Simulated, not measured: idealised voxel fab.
Proc. module: voxel transistor to metal
Cross-section cut spans 295 nm and uses square cells 5 nm in size.
When this document writes out a cross-section, it uses a grid of square cells and lists it as bands, beginning at the top and moving down, with a band standing for one or more rows of cells.
The entry gives the band's vertical extent as a top height and a bottom height in nm, then its horizontal make-up as materials from left to right, each with a width in nm. "blank" stands for empty space; a single material marked "throughout" fills the band edge to edge.
It should be noted that heights are counted from 0, beneath which the wafer as supplied is of one material throughout, and that the lowest band possesses no lower boundary but continues downward, as written in "0 nm and below".
Graded width ("30 to 40"): value in top row of band = first number; value in bottom row = second number; row-to-row change constant.
"no alterations made", as given for a step, is the statement that not any cell of the cross-section underwent a change during that step.
For the entry "Closed void listing", the listed items are empty spaces with no open way to the top whose size is 8 cells or more; each item follows the pattern width x height at distance, where distance is from the left edge and all three are in nm.
The remark found on a step's line after its settings is issued by the simulator itself and pertains to that step.
The optional step-line setting "overlay nm" applies to steps with a mask and quantifies how far to the right of its planned location the mask lay, a negative value indicating leftward placement.
Pairs, read this way: before one process step on the one hand, after it on the other, the after cross-section ending at the lowest band that changed; the step between, settings included, beneath. Same starting wafer throughout, but possibly different runs of this module, so no pair continues from the pair above unless its entry headed "Geometry before processing" says so.
Geometry before processing:
    0 nm and below  Si throughout
    Closed void listing: none
Resulting Cross-Section:
    0 nm to -5 nm  SiO2 throughout
    Everything under -5 stays put, no change at all.
    Closed void listing: none
So what happens between those two cross-sections up there? OXIDIZE | depth nm 5
Geometry before processing: no separate figure, the pair right above already shows it after its step.
Resulting Cross-Section:
    10 nm to 0 nm  SiN throughout
    Everything under 0 stays put, no change at all.
    Closed void listing: none
So what happens between those two cross-sections up there? CONFORMAL_DEP | material SiN | thk nm 10
Geometry before processing: no separate figure, the pair right above already shows it after its step.
Resulting Cross-Section:
    25 nm to 10 nm  aC throughout
    Everything under 10 stays put, no change at all.
    Closed void listing: none
So what happens between those two cross-sections up there? DIRECTIONAL_DEP | material aC | thk nm 15
Geometry before processing: no separate figure, the pair right above already shows it after its step.
Resulting Cross-Section:
    55 nm to 25 nm  blank 20 nm | resist 110 nm | blank 30 nm | resist 110 nm | blank 25 nm
    Everything under 25 stays put, no change at all.
    Closed void listing: none
So what happens between those two cross-sections up there? PATTERN | tone cover | mask id ACTIVE | material resist | width nm 110 | pitch nm 140 | thk nm 30 | overlay nm 0
Geometry before processing: no separate figure, the pair right above already shows it after its step.
Resulting Cross-Section:
    40 nm to 25 nm  blank 20 nm | resist 110 nm | blank 30 nm | resist 110 nm | blank 25 nm
    25 nm to 10 nm  blank 20 nm | aC 110 nm | blank 30 nm | aC 110 nm | blank 25 nm
    Everything under 10 stays put, no change at all.
    Closed void listing: none
So what happens between those two cross-sections up there? DIRECTIONAL_ETCH | etch materials aC | depth nm 15
Geometry before processing: no separate figure, the pair right above already shows it after its step.
Resulting Cross-Section:
    25 nm to 10 nm  blank 20 nm | aC 110 nm | blank 30 nm | aC 110 nm | blank 25 nm
    Everything under 10 stays put, no change at all.
    Closed void listing: none
So what happens between those two cross-sections up there? STRIP | etch materials resist
Geometry before processing: no separate figure, the pair right above already shows it after its step.
Resulting Cross-Section:
    25 nm to 10 nm  blank 20 nm | aC 110 nm | blank 30 nm | aC 110 nm | blank 25 nm
    10 nm to 0 nm  blank 20 nm | SiN 110 nm | blank 30 nm | SiN 110 nm | blank 25 nm
    Everything under 0 stays put, no change at all.
    Closed void listing: none
So what happens between those two cross-sections up there? DIRECTIONAL_ETCH | etch materials SiN | depth nm 10
Geometry before processing: no separate figure, the pair right above already shows it after its step.
Resulting Cross-Section:
    25 nm to 10 nm  blank 20 nm | aC 110 nm | blank 30 nm | aC 110 nm | blank 25 nm
    10 nm to 0 nm  blank 20 nm | SiN 110 nm | blank 30 nm | SiN 110 nm | blank 25 nm
    0 nm to -5 nm  blank 20 nm | SiO2 110 nm | blank 30 nm | SiO2 110 nm | blank 25 nm
    Everything under -5 stays put, no change at all.
    Closed void listing: none
So what happens between those two cross-sections up there? DIRECTIONAL_ETCH | etch materials SiO2 | depth nm 5
Geometry before processing: no separate figure, the pair right above already shows it after its step.
Resulting Cross-Section:
    25 nm to 10 nm  blank 20 nm | aC 110 nm | blank 30 nm | aC 110 nm | blank 25 nm
    10 nm to 0 nm  blank 20 nm | SiN 110 nm | blank 30 nm | SiN 110 nm | blank 25 nm
    0 nm to -5 nm  blank 20 nm | SiO2 110 nm | blank 30 nm | SiO2 110 nm | blank 25 nm
    -5 nm to -35 nm  blank 20 nm | Si 110 nm | blank 30 nm | Si 110 nm | blank 25 nm
    Everything under -35 stays put, no change at all.
    Closed void listing: none
So what happens between those two cross-sections up there? DIRECTIONAL_ETCH | etch materials Si | depth nm 30
Geometry before processing: no separate figure, the pair right above already shows it after its step.
Resulting Cross-Section:
    10 nm to 0 nm  blank 20 nm | SiN 110 nm | blank 30 nm | SiN 110 nm | blank 25 nm
    Everything under 0 stays put, no change at all.
    Closed void listing: none
So what happens between those two cross-sections up there? STRIP | etch materials aC
Geometry before processing: no separate figure, the pair right above already shows it after its step.
Resulting Cross-Section:
    15 nm to 10 nm  SiO2 throughout
    10 nm to 0 nm  SiO2 20 nm | SiN 110 nm | SiO2 30 nm | SiN 110 nm | SiO2 25 nm
    0 nm to -5 nm  SiO2 throughout
    -5 nm to -35 nm  SiO2 20 nm | Si 110 nm | SiO2 30 nm | Si 110 nm | SiO2 25 nm
    Everything under -35 stays put, no change at all.
    Closed void listing: none
So what happens between those two cross-sections up there? FILL_DEP | material SiO2 | thk nm 5
Geometry before processing: no separate figure, the pair right above already shows it after its step.
Resulting Cross-Section:
    10 nm to 0 nm  SiO2 20 nm | SiN 110 nm | SiO2 30 nm | SiN 110 nm | SiO2 25 nm
    Everything under 0 stays put, no change at all.
    Closed void listing: none
So what happens between those two cross-sections up there? CMP | height nm 10
Geometry before processing: no separate figure, the pair right above already shows it after its step.
Resulting Cross-Section:
    10 nm to 5 nm  blank 20 nm | SiN 110 nm | blank 30 nm | SiN 110 nm | blank 25 nm
    Everything under 5 stays put, no change at all.
    Closed void listing: none
So what happens between those two cross-sections up there? SELECTIVE_ETCH | etch materials SiO2 | depth nm 5
Geometry before processing: no separate figure, the pair right above already shows it after its step.
Resulting Cross-Section:
    5 nm to 0 nm  SiO2 20 nm | blank 110 nm | SiO2 30 nm | blank 110 nm | SiO2 25 nm
    Everything under 0 stays put, no change at all.
    Closed void listing: none
So what happens between those two cross-sections up there? STRIP | etch materials SiN
Geometry before processing: no separate figure, the pair right above already shows it after its step.
Resulting Cross-Section:
    0 nm to -5 nm  SiO2 15 nm | blank 120 nm | SiO2 20 nm | blank 120 nm | SiO2 20 nm
    Everything under -5 stays put, no change at all.
    Closed void listing: none
So what happens between those two cross-sections up there? SELECTIVE_ETCH | etch materials SiO2 | depth nm 5
Geometry before processing: no separate figure, the pair right above already shows it after its step.
Resulting Cross-Section:
    0 nm to -5 nm  SiO2 15 nm | blank 120 nm | SiO2 20 nm | blank 120 nm | SiO2 20 nm
    -5 nm to -10 nm  SiO2 throughout
    Everything under -10 stays put, no change at all.
    Closed void listing: none
So what happens between those two cross-sections up there? OXIDIZE | depth nm 5
Geometry before processing: no separate figure, the pair right above already shows it after its step.
Resulting Cross-Section:
    30 nm to 25 nm  polySi 15 nm | blank 120 nm | polySi 20 nm | blank 120 nm | polySi 20 nm
    25 nm to 0 nm  polySi throughout
    0 nm to -5 nm  SiO2 15 nm | polySi 120 nm | SiO2 20 nm | polySi 120 nm | SiO2 20 nm
    Everything under -5 stays put, no change at all.
    Closed void listing: none
So what happens between those two cross-sections up there? DIRECTIONAL_DEP | material polySi | thk nm 30
Geometry before processing: no separate figure, the pair right above already shows it after its step.
Resulting Cross-Section:
    40 nm to 35 nm  SiCN 15 nm | blank 120 nm | SiCN 20 nm | blank 120 nm | SiCN 20 nm
    35 nm to 30 nm  SiCN throughout
    30 nm to 25 nm  polySi 15 nm | SiCN 120 nm | polySi 20 nm | SiCN 120 nm | polySi 20 nm
    Everything under 25 stays put, no change at all.
    Closed void listing: none
So what happens between those two cross-sections up there? DIRECTIONAL_DEP | material SiCN | thk nm 10
Geometry before processing: no separate figure, the pair right above already shows it after its step.
Resulting Cross-Section:
    60 nm to 40 nm  blank 65 nm | resist 20 nm | blank 120 nm | resist 20 nm | blank 70 nm
    40 nm to 35 nm  SiCN 15 nm | blank 50 nm | resist 20 nm | blank 50 nm | SiCN 20 nm | blank 50 nm | resist 20 nm | blank 50 nm | SiCN 20 nm
    Everything under 35 stays put, no change at all.
    Closed void listing: none
So what happens between those two cross-sections up there? PATTERN | tone cover | mask id GATE | material resist | width nm 20 | pitch nm 140 | thk nm 20 | overlay nm 0
Geometry before processing: no separate figure, the pair right above already shows it after its step.
Resulting Cross-Section:
    60 nm to 35 nm  blank 65 nm | resist 20 nm | blank 120 nm | resist 20 nm | blank 70 nm
    35 nm to 30 nm  blank 65 nm | SiCN 20 nm | blank 120 nm | SiCN 20 nm | blank 70 nm
    30 nm to 25 nm  polySi 15 nm | blank 50 nm | SiCN 20 nm | blank 50 nm | polySi 20 nm | blank 50 nm | SiCN 20 nm | blank 50 nm | polySi 20 nm
    Everything under 25 stays put, no change at all.
    Closed void listing: none
So what happens between those two cross-sections up there? DIRECTIONAL_ETCH | etch materials SiCN | depth nm 20
Geometry before processing: no separate figure, the pair right above already shows it after its step.
Resulting Cross-Section:
    60 nm to 35 nm  blank 65 nm | resist 20 nm | blank 120 nm | resist 20 nm | blank 70 nm
    35 nm to 25 nm  blank 65 nm | SiCN 20 nm | blank 120 nm | SiCN 20 nm | blank 70 nm
    25 nm to 0 nm  blank 65 nm | polySi 20 nm | blank 120 nm | polySi 20 nm | blank 70 nm
    0 nm to -5 nm  SiO2 15 nm | blank 50 nm | polySi 20 nm | blank 50 nm | SiO2 20 nm | blank 50 nm | polySi 20 nm | blank 50 nm | SiO2 20 nm
    Everything under -5 stays put, no change at all.
    Closed void listing: none
So what happens between those two cross-sections up there? DIRECTIONAL_ETCH | etch materials polySi | depth nm 40
Geometry before processing: no separate figure, the pair right above already shows it after its step.
Resulting Cross-Section:
    35 nm to 25 nm  blank 65 nm | SiCN 20 nm | blank 120 nm | SiCN 20 nm | blank 70 nm
    Everything under 25 stays put, no change at all.
    Closed void listing: none
So what happens between those two cross-sections up there? STRIP | etch materials resist
Geometry before processing: no separate figure, the pair right above already shows it after its step.
Resulting Cross-Section:
    40 nm to 35 nm  blank 60 nm | SiO2 30 nm | blank 110 nm | SiO2 30 nm | blank 65 nm
    35 nm to 25 nm  blank 60 nm | SiO2 5 nm | SiCN 20 nm | SiO2 5 nm | blank 110 nm | SiO2 5 nm | SiCN 20 nm | SiO2 5 nm | blank 65 nm
    25 nm to 5 nm  blank 60 nm | SiO2 5 nm | polySi 20 nm | SiO2 5 nm | blank 110 nm | SiO2 5 nm | polySi 20 nm | SiO2 5 nm | blank 65 nm
    5 nm to 0 nm  SiO2 20 nm | blank 40 nm | SiO2 5 nm | polySi 20 nm | SiO2 5 nm | blank 40 nm | SiO2 30 nm | blank 40 nm | SiO2 5 nm | polySi 20 nm | SiO2 5 nm | blank 40 nm | SiO2 25 nm
    0 nm to -5 nm  SiO2 65 nm | polySi 20 nm | SiO2 120 nm | polySi 20 nm | SiO2 70 nm
    Everything under -5 stays put, no change at all.
    Closed void listing: none
So what happens between those two cross-sections up there? CONFORMAL_DEP | material SiO2 | thk nm 5
Geometry before processing: no separate figure, the pair right above already shows it after its step.
Resulting Cross-Section:
    35 nm to 25 nm  blank 60 nm | SiO2 5 nm | SiCN 20 nm | SiO2 5 nm | blank 110 nm | SiO2 5 nm | SiCN 20 nm | SiO2 5 nm | blank 65 nm
    25 nm to 0 nm  blank 60 nm | SiO2 5 nm | polySi 20 nm | SiO2 5 nm | blank 110 nm | SiO2 5 nm | polySi 20 nm | SiO2 5 nm | blank 65 nm
    0 nm to -5 nm  SiO2 20 nm | blank 40 nm | SiO2 5 nm | polySi 20 nm | SiO2 5 nm | blank 40 nm | SiO2 30 nm | blank 40 nm | SiO2 5 nm | polySi 20 nm | SiO2 5 nm | blank 40 nm | SiO2 25 nm
    Everything under -5 stays put, no change at all.
    Closed void listing: none
So what happens between those two cross-sections up there? DIRECTIONAL_ETCH | etch materials SiO2 | depth nm 5
Geometry before processing: no separate figure, the pair right above already shows it after its step.
Resulting Cross-Section:
    40 nm to 35 nm  blank 55 nm | SiN 40 nm | blank 100 nm | SiN 40 nm | blank 60 nm
    35 nm to 25 nm  blank 55 nm | SiN 5 nm | SiO2 5 nm | SiCN 20 nm | SiO2 5 nm | SiN 5 nm | blank 100 nm | SiN 5 nm | SiO2 5 nm | SiCN 20 nm | SiO2 5 nm | SiN 5 nm | blank 60 nm
    25 nm to 5 nm  blank 55 nm | SiN 5 nm | SiO2 5 nm | polySi 20 nm | SiO2 5 nm | SiN 5 nm | blank 100 nm | SiN 5 nm | SiO2 5 nm | polySi 20 nm | SiO2 5 nm | SiN 5 nm | blank 60 nm
    5 nm to 0 nm  SiN 25 nm | blank 30 nm | SiN 5 nm | SiO2 5 nm | polySi 20 nm | SiO2 5 nm | SiN 5 nm | blank 30 nm | SiN 40 nm | blank 30 nm | SiN 5 nm | SiO2 5 nm | polySi 20 nm | SiO2 5 nm | SiN 5 nm | blank 30 nm | SiN 30 nm
    0 nm to -5 nm  SiO2 20 nm | SiN 40 nm | SiO2 5 nm | polySi 20 nm | SiO2 5 nm | SiN 40 nm | SiO2 30 nm | SiN 40 nm | SiO2 5 nm | polySi 20 nm | SiO2 5 nm | SiN 40 nm | SiO2 25 nm
    Everything under -5 stays put, no change at all.
    Closed void listing: none
So what happens between those two cross-sections up there? CONFORMAL_DEP | material SiN | thk nm 5
Geometry before processing: no separate figure, the pair right above already shows it after its step.
Resulting Cross-Section:
    35 nm to 25 nm  blank 55 nm | SiN 5 nm | SiO2 5 nm | SiCN 20 nm | SiO2 5 nm | SiN 5 nm | blank 100 nm | SiN 5 nm | SiO2 5 nm | SiCN 20 nm | SiO2 5 nm | SiN 5 nm | blank 60 nm
    25 nm to 0 nm  blank 55 nm | SiN 5 nm | SiO2 5 nm | polySi 20 nm | SiO2 5 nm | SiN 5 nm | blank 100 nm | SiN 5 nm | SiO2 5 nm | polySi 20 nm | SiO2 5 nm | SiN 5 nm | blank 60 nm
    0 nm to -5 nm  SiO2 20 nm | SiN 5 nm | blank 30 nm | SiN 5 nm | SiO2 5 nm | polySi 20 nm | SiO2 5 nm | SiN 5 nm | blank 30 nm | SiN 5 nm | SiO2 30 nm | SiN 5 nm | blank 30 nm | SiN 5 nm | SiO2 5 nm | polySi 20 nm | SiO2 5 nm | SiN 5 nm | blank 30 nm | SiN 5 nm | SiO2 25 nm
    Everything under -5 stays put, no change at all.
    Closed void listing: none
So what happens between those two cross-sections up there? DIRECTIONAL_ETCH | etch materials SiN | depth nm 5
Geometry before processing: no separate figure, the pair right above already shows it after its step.
Resulting Cross-Section:
    35 nm to 30 nm  blank 55 nm | SiN 5 nm | blank 5 nm | SiCN 20 nm | blank 5 nm | SiN 5 nm | blank 100 nm | SiN 5 nm | blank 5 nm | SiCN 20 nm | blank 5 nm | SiN 5 nm | blank 60 nm
    30 nm to 25 nm  blank 55 nm | SiN 5 nm | SiO2 5 nm | SiCN 20 nm | SiO2 5 nm | SiN 5 nm | blank 100 nm | SiN 5 nm | SiO2 5 nm | SiCN 20 nm | SiO2 5 nm | SiN 5 nm | blank 60 nm
    25 nm to 0 nm  blank 55 nm | SiN 5 nm | SiO2 5 nm | polySi 20 nm | SiO2 5 nm | SiN 5 nm | blank 100 nm | SiN 5 nm | SiO2 5 nm | polySi 20 nm | SiO2 5 nm | SiN 5 nm | blank 60 nm
    0 nm to -5 nm  blank 20 nm | SiN 5 nm | blank 30 nm | SiN 5 nm | SiO2 5 nm | polySi 20 nm | SiO2 5 nm | SiN 5 nm | blank 30 nm | SiN 5 nm | blank 30 nm | SiN 5 nm | blank 30 nm | SiN 5 nm | SiO2 5 nm | polySi 20 nm | SiO2 5 nm | SiN 5 nm | blank 30 nm | SiN 5 nm | blank 25 nm
    -5 nm to -10 nm  SiO2 25 nm | blank 30 nm | SiO2 40 nm | blank 30 nm | SiO2 40 nm | blank 30 nm | SiO2 40 nm | blank 30 nm | SiO2 30 nm
    Everything under -10 stays put, no change at all.
    Closed void listing: none
So what happens between those two cross-sections up there? DIRECTIONAL_ETCH | etch materials SiO2 | depth nm 5
Geometry before processing: no separate figure, the pair right above already shows it after its step.
Resulting Cross-Section:
    35 nm to 30 nm  blank 55 nm | SiN 5 nm | blank 5 nm | SiCN 20 nm | blank 5 nm | SiN 5 nm | blank 100 nm | SiN 5 nm | blank 5 nm | SiCN 20 nm | blank 5 nm | SiN 5 nm | blank 60 nm
    30 nm to 25 nm  blank 55 nm | SiN 5 nm | SiO2 5 nm | SiCN 20 nm | SiO2 5 nm | SiN 5 nm | blank 100 nm | SiN 5 nm | SiO2 5 nm | SiCN 20 nm | SiO2 5 nm | SiN 5 nm | blank 60 nm
    25 nm to 0 nm  blank 55 nm | SiN 5 nm | SiO2 5 nm | polySi 20 nm | SiO2 5 nm | SiN 5 nm | blank 100 nm | SiN 5 nm | SiO2 5 nm | polySi 20 nm | SiO2 5 nm | SiN 5 nm | blank 60 nm
    0 nm to -5 nm  blank 20 nm | SiN 5 nm | blank 30 nm | SiN 5 nm | SiO2 5 nm | polySi 20 nm | SiO2 5 nm | SiN 5 nm | blank 30 nm | SiN 5 nm | blank 30 nm | SiN 5 nm | blank 30 nm | SiN 5 nm | SiO2 5 nm | polySi 20 nm | SiO2 5 nm | SiN 5 nm | blank 30 nm | SiN 5 nm | blank 25 nm
    -5 nm to -10 nm  SiO2 25 nm | blank 30 nm | SiO2 40 nm | blank 30 nm | SiO2 40 nm | blank 30 nm | SiO2 40 nm | blank 30 nm | SiO2 30 nm
    -10 nm to -20 nm  SiO2 20 nm | Si 5 nm | blank 30 nm | Si 40 nm | blank 30 nm | Si 5 nm | SiO2 30 nm | Si 5 nm | blank 30 nm | Si 40 nm | blank 30 nm | Si 5 nm | SiO2 25 nm
    Everything under -20 stays put, no change at all.
    Closed void listing: none
So what happens between those two cross-sections up there? DIRECTIONAL_ETCH | etch materials Si | depth nm 10
Geometry before processing: no separate figure, the pair right above already shows it after its step.
Resulting Cross-Section:
    35 nm to 30 nm  blank 55 nm | SiN 5 nm | blank 5 nm | SiCN 20 nm | blank 5 nm | SiN 5 nm | blank 100 nm | SiN 5 nm | blank 5 nm | SiCN 20 nm | blank 5 nm | SiN 5 nm | blank 60 nm
    30 nm to 25 nm  blank 55 nm | SiN 5 nm | SiO2 5 nm | SiCN 20 nm | SiO2 5 nm | SiN 5 nm | blank 100 nm | SiN 5 nm | SiO2 5 nm | SiCN 20 nm | SiO2 5 nm | SiN 5 nm | blank 60 nm
    25 nm to 5 nm  blank 55 nm | SiN 5 nm | SiO2 5 nm | polySi 20 nm | SiO2 5 nm | SiN 5 nm | blank 100 nm | SiN 5 nm | SiO2 5 nm | polySi 20 nm | SiO2 5 nm | SiN 5 nm | blank 60 nm
    5 nm to 0 nm  blank 20 nm | SiGe 35 nm | SiN 5 nm | SiO2 5 nm | polySi 20 nm | SiO2 5 nm | SiN 5 nm | SiGe 35 nm | blank 30 nm | SiGe 35 nm | SiN 5 nm | SiO2 5 nm | polySi 20 nm | SiO2 5 nm | SiN 5 nm | SiGe 35 nm | blank 25 nm
    0 nm to -5 nm  blank 20 nm | SiN 5 nm | SiGe 30 nm | SiN 5 nm | SiO2 5 nm | polySi 20 nm | SiO2 5 nm | SiN 5 nm | SiGe 30 nm | SiN 5 nm | blank 30 nm | SiN 5 nm | SiGe 30 nm | SiN 5 nm | SiO2 5 nm | polySi 20 nm | SiO2 5 nm | SiN 5 nm | SiGe 30 nm | SiN 5 nm | blank 25 nm
    -5 nm to -10 nm  SiO2 25 nm | SiGe 30 nm | SiO2 40 nm | SiGe 30 nm | SiO2 40 nm | SiGe 30 nm | SiO2 40 nm | SiGe 30 nm | SiO2 30 nm
    -10 nm to -20 nm  SiO2 20 nm | Si 5 nm | SiGe 30 nm | Si 40 nm | SiGe 30 nm | Si 5 nm | SiO2 30 nm | Si 5 nm | SiGe 30 nm | Si 40 nm | SiGe 30 nm | Si 5 nm | SiO2 25 nm
    Everything under -20 stays put, no change at all.
    Closed void listing: none
So what happens between those two cross-sections up there? EPI | material SiGe | thk nm 15
Geometry before processing: no separate figure, the pair right above already shows it after its step.
Resulting Cross-Section:
    40 nm to 35 nm  SiO2 throughout
    35 nm to 25 nm  SiO2 55 nm | SiN 5 nm | SiO2 5 nm | SiCN 20 nm | SiO2 5 nm | SiN 5 nm | SiO2 100 nm | SiN 5 nm | SiO2 5 nm | SiCN 20 nm | SiO2 5 nm | SiN 5 nm | SiO2 60 nm
    25 nm to 5 nm  SiO2 55 nm | SiN 5 nm | SiO2 5 nm | polySi 20 nm | SiO2 5 nm | SiN 5 nm | SiO2 100 nm | SiN 5 nm | SiO2 5 nm | polySi 20 nm | SiO2 5 nm | SiN 5 nm | SiO2 60 nm
    5 nm to 0 nm  SiO2 20 nm | SiGe 35 nm | SiN 5 nm | SiO2 5 nm | polySi 20 nm | SiO2 5 nm | SiN 5 nm | SiGe 35 nm | SiO2 30 nm | SiGe 35 nm | SiN 5 nm | SiO2 5 nm | polySi 20 nm | SiO2 5 nm | SiN 5 nm | SiGe 35 nm | SiO2 25 nm
    0 nm to -5 nm  SiO2 20 nm | SiN 5 nm | SiGe 30 nm | SiN 5 nm | SiO2 5 nm | polySi 20 nm | SiO2 5 nm | SiN 5 nm | SiGe 30 nm | SiN 5 nm | SiO2 30 nm | SiN 5 nm | SiGe 30 nm | SiN 5 nm | SiO2 5 nm | polySi 20 nm | SiO2 5 nm | SiN 5 nm | SiGe 30 nm | SiN 5 nm | SiO2 25 nm
    Everything under -5 stays put, no change at all.
    Closed void listing: none
So what happens between those two cross-sections up there? FILL_DEP | material SiO2 | thk nm 5
Geometry before processing: no separate figure, the pair right above already shows it after its step.
Resulting Cross-Section:
    35 nm to 25 nm  SiO2 55 nm | SiN 5 nm | SiO2 5 nm | SiCN 20 nm | SiO2 5 nm | SiN 5 nm | SiO2 100 nm | SiN 5 nm | SiO2 5 nm | SiCN 20 nm | SiO2 5 nm | SiN 5 nm | SiO2 60 nm
    Everything under 25 stays put, no change at all.
    Closed void listing: none
So what happens between those two cross-sections up there? CMP | height nm 35
Geometry before processing: no separate figure, the pair right above already shows it after its step.
Resulting Cross-Section:
    45 nm to 35 nm  SiO2 throughout
    Everything under 35 stays put, no change at all.
    Closed void listing: none
So what happens between those two cross-sections up there? DIRECTIONAL_DEP | material SiO2 | thk nm 10
Geometry before processing: no separate figure, the pair right above already shows it after its step.
Resulting Cross-Section:
    60 nm to 45 nm  resist 25 nm | blank 35 nm | resist 30 nm | blank 35 nm | resist 40 nm | blank 35 nm | resist 30 nm | blank 35 nm | resist 30 nm
    Everything under 45 stays put, no change at all.
    Closed void listing: none
So what happens between those two cross-sections up there? PATTERN | tone open | mask id CONTACT | material resist | width nm 35 | thk nm 15 | overlay nm 0
Geometry before processing: no separate figure, the pair right above already shows it after its step.
Resulting Cross-Section:
    60 nm to 45 nm  resist 25 nm | blank 35 nm | resist 30 nm | blank 35 nm | resist 40 nm | blank 35 nm | resist 30 nm | blank 35 nm | resist 30 nm
    45 nm to 35 nm  SiO2 25 nm | blank 35 nm | SiO2 30 nm | blank 35 nm | SiO2 40 nm | blank 35 nm | SiO2 30 nm | blank 35 nm | SiO2 30 nm
    35 nm to 25 nm  SiO2 25 nm | blank 30 nm | SiN 5 nm | SiO2 5 nm | SiCN 20 nm | SiO2 5 nm | SiN 5 nm | blank 30 nm | SiO2 40 nm | blank 30 nm | SiN 5 nm | SiO2 5 nm | SiCN 20 nm | SiO2 5 nm | SiN 5 nm | blank 30 nm | SiO2 30 nm
    25 nm to 5 nm  SiO2 25 nm | blank 30 nm | SiN 5 nm | SiO2 5 nm | polySi 20 nm | SiO2 5 nm | SiN 5 nm | blank 30 nm | SiO2 40 nm | blank 30 nm | SiN 5 nm | SiO2 5 nm | polySi 20 nm | SiO2 5 nm | SiN 5 nm | blank 30 nm | SiO2 30 nm
    Everything under 5 stays put, no change at all.
    Closed void listing: none
So what happens between those two cross-sections up there? DIRECTIONAL_ETCH | etch materials SiO2 | depth nm 40
Geometry before processing: no separate figure, the pair right above already shows it after its step.
Resulting Cross-Section:
    45 nm to 35 nm  SiO2 25 nm | blank 35 nm | SiO2 30 nm | blank 35 nm | SiO2 40 nm | blank 35 nm | SiO2 30 nm | blank 35 nm | SiO2 30 nm
    Everything under 35 stays put, no change at all.
    Closed void listing: none
So what happens between those two cross-sections up there? STRIP | etch materials resist
Geometry before processing: no separate figure, the pair right above already shows it after its step.
Resulting Cross-Section:
    50 nm to 45 nm  TiN 30 nm | blank 25 nm | TiN 40 nm | blank 25 nm | TiN 50 nm | blank 25 nm | TiN 40 nm | blank 25 nm | TiN 35 nm
    45 nm to 35 nm  SiO2 25 nm | TiN 5 nm | blank 25 to 20 nm | TiN 5 to 10 nm | SiO2 30 nm | TiN 5 to 10 nm | blank 25 to 20 nm | TiN 5 nm | SiO2 40 nm | TiN 5 nm | blank 25 to 20 nm | TiN 5 to 10 nm | SiO2 30 nm | TiN 5 to 10 nm | blank 25 to 20 nm | TiN 5 nm | SiO2 30 nm
    35 nm to 25 nm  SiO2 25 nm | TiN 5 nm | blank 20 nm | TiN 5 nm | SiN 5 nm | SiO2 5 nm | SiCN 20 nm | SiO2 5 nm | SiN 5 nm | TiN 5 nm | blank 20 nm | TiN 5 nm | SiO2 40 nm | TiN 5 nm | blank 20 nm | TiN 5 nm | SiN 5 nm | SiO2 5 nm | SiCN 20 nm | SiO2 5 nm | SiN 5 nm | TiN 5 nm | blank 20 nm | TiN 5 nm | SiO2 30 nm
    25 nm to 10 nm  SiO2 25 nm | TiN 5 nm | blank 20 nm | TiN 5 nm | SiN 5 nm | SiO2 5 nm | polySi 20 nm | SiO2 5 nm | SiN 5 nm | TiN 5 nm | blank 20 nm | TiN 5 nm | SiO2 40 nm | TiN 5 nm | blank 20 nm | TiN 5 nm | SiN 5 nm | SiO2 5 nm | polySi 20 nm | SiO2 5 nm | SiN 5 nm | TiN 5 nm | blank 20 nm | TiN 5 nm | SiO2 30 nm
    10 nm to 5 nm  SiO2 25 nm | TiN 30 nm | SiN 5 nm | SiO2 5 nm | polySi 20 nm | SiO2 5 nm | SiN 5 nm | TiN 30 nm | SiO2 40 nm | TiN 30 nm | SiN 5 nm | SiO2 5 nm | polySi 20 nm | SiO2 5 nm | SiN 5 nm | TiN 30 nm | SiO2 30 nm
    Everything under 5 stays put, no change at all.
    Closed void listing: none
So what happens between those two cross-sections up there? CONFORMAL_DEP | material TiN | thk nm 5
Geometry before processing: no separate figure, the pair right above already shows it after its step.
Resulting Cross-Section:
    55 nm to 50 nm  Ru throughout
    50 nm to 45 nm  TiN 30 nm | Ru 25 nm | TiN 40 nm | Ru 25 nm | TiN 50 nm | Ru 25 nm | TiN 40 nm | Ru 25 nm | TiN 35 nm
    45 nm to 35 nm  SiO2 25 nm | TiN 5 nm | Ru 25 to 20 nm | TiN 5 to 10 nm | SiO2 30 nm | TiN 5 to 10 nm | Ru 25 to 20 nm | TiN 5 nm | SiO2 40 nm | TiN 5 nm | Ru 25 to 20 nm | TiN 5 to 10 nm | SiO2 30 nm | TiN 5 to 10 nm | Ru 25 to 20 nm | TiN 5 nm | SiO2 30 nm
    35 nm to 25 nm  SiO2 25 nm | TiN 5 nm | Ru 20 nm | TiN 5 nm | SiN 5 nm | SiO2 5 nm | SiCN 20 nm | SiO2 5 nm | SiN 5 nm | TiN 5 nm | Ru 20 nm | TiN 5 nm | SiO2 40 nm | TiN 5 nm | Ru 20 nm | TiN 5 nm | SiN 5 nm | SiO2 5 nm | SiCN 20 nm | SiO2 5 nm | SiN 5 nm | TiN 5 nm | Ru 20 nm | TiN 5 nm | SiO2 30 nm
    25 nm to 10 nm  SiO2 25 nm | TiN 5 nm | Ru 20 nm | TiN 5 nm | SiN 5 nm | SiO2 5 nm | polySi 20 nm | SiO2 5 nm | SiN 5 nm | TiN 5 nm | Ru 20 nm | TiN 5 nm | SiO2 40 nm | TiN 5 nm | Ru 20 nm | TiN 5 nm | SiN 5 nm | SiO2 5 nm | polySi 20 nm | SiO2 5 nm | SiN 5 nm | TiN 5 nm | Ru 20 nm | TiN 5 nm | SiO2 30 nm
    Everything under 10 stays put, no change at all.
    Closed void listing: none
So what happens between those two cross-sections up there? FILL_DEP | material Ru | thk nm 5
Geometry before processing: no separate figure, the pair right above already shows it after its step.
Resulting Cross-Section:
    45 nm to 35 nm  SiO2 25 nm | TiN 5 nm | Ru 25 to 20 nm | TiN 5 to 10 nm | SiO2 30 nm | TiN 5 to 10 nm | Ru 25 to 20 nm | TiN 5 nm | SiO2 40 nm | TiN 5 nm | Ru 25 to 20 nm | TiN 5 to 10 nm | SiO2 30 nm | TiN 5 to 10 nm | Ru 25 to 20 nm | TiN 5 nm | SiO2 30 nm
    Everything under 35 stays put, no change at all.
    Closed void listing: none
So what happens between those two cross-sections up there? CMP | height nm 45
Geometry before processing: no separate figure, the pair right above already shows it after its step.
Resulting Cross-Section:
    50 nm to 45 nm  TiN throughout
    Everything under 45 stays put, no change at all.
    Closed void listing: none
So what happens between those two cross-sections up there? DIRECTIONAL_DEP | material TiN | thk nm 5
Geometry before processing: no separate figure, the pair right above already shows it after its step.
Resulting Cross-Section:
    70 nm to 50 nm  W throughout
    Everything under 50 stays put, no change at all.
    Closed void listing: none
So what happens between those two cross-sections up there? DIRECTIONAL_DEP | material W | thk nm 20
Geometry before processing: no separate figure, the pair right above already shows it after its step.
Resulting Cross-Section:
    80 nm to 70 nm  aC throughout
    Everything under 70 stays put, no change at all.
    Closed void listing: none
So what happens between those two cross-sections up there? DIRECTIONAL_DEP | material aC | thk nm 10
